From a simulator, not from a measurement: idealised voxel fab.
Process module under the name voxel ribs on slabs
Section shown: cut. Width: 270 nm. Cell size: 5 nm, square.
Cross-section format: a grid of square cells, given as bands from top to bottom; each band is one or more rows of cells. Band: top and bottom heights (nm) first, top before bottom; then materials from left to right, widths in nm. "full width" marks a sole material filling the band edge to edge. "air" denotes empty space. Heights from 0 (as-received wafer is one material below). Bottom band endless downward, as "0..down". Width: "30 to 40" (first number = top row, second number = bottom row, same change from row to row of cells). Step marked "no change occurred"? Then no cell in the cross-section changed in it. Look at "Unvented voids" for the closed voids: empty spaces with no open path to the top, sized 8 cells or up. Each is width x height at distance, distance from the left edge, all nm. Note: text after step settings on the step line = simulator remark on that step. overlay nm: step with mask; distance mask lay right of planned place; negative value = left of planned place.
[The following list gives the planned process steps]
1) RECEIVE | material Si
2) DIRECTIONAL_DEP | material SiO2 | thk nm 25
3) DIRECTIONAL_DEP | material SiN | thk nm 20
4) PATTERN | tone cover | mask id RIB | material resist | width nm 15 | thk nm 20 | overlay nm 0
5) DIRECTIONAL_ETCH | etch materials SiN | depth nm 5
6) STRIP | etch materials resist
7) PATTERN | tone cover | mask id SLAB | material resist | width nm 75 | thk nm 20 | overlay nm 0
8) DIRECTIONAL_ETCH | etch materials SiN | depth nm 15
9) STRIP | etch materials resist
10) FILL_DEP | material SiO2 | thk nm 25
11) CMP | height nm 60
12) DIRECTIONAL_DEP | material W | thk nm 5
13) MASKED_ETCH | tone cover | mask id HEATER | width nm 25 | etch materials W | depth nm 5 | overlay nm 0
14) CONFORMAL_DEP | material SiO2 | thk nm 5
[So this is the incoming wafer in cross-section - it's already been through step 1]
* 0..down | Si full width
* Unvented voids: none
[Same starting wafer, same plan as above, one mistake in the execution; this is the cross-section at the end of the module]
* 70..65 | 115 of air  40 of SiO2  115 of air
* 65..60 | 120 of SiO2  30 of W  120 of SiO2
* 60..45 | SiO2 full width
* 45..40 | 125 of SiO2  15 of SiN  130 of SiO2
* 40..25 | 95 of SiO2  75 of SiN  100 of SiO2
* 25..0 | SiO2 full width
* 0..down | Si full width
* Unvented voids: none
What was done differently from what was planned? off-plan run, step 13, actual operation and settings MASKED_ETCH | tone cover | mask id HEATER | width nm 30 | etch materials W | depth nm 5 | overlay nm 0
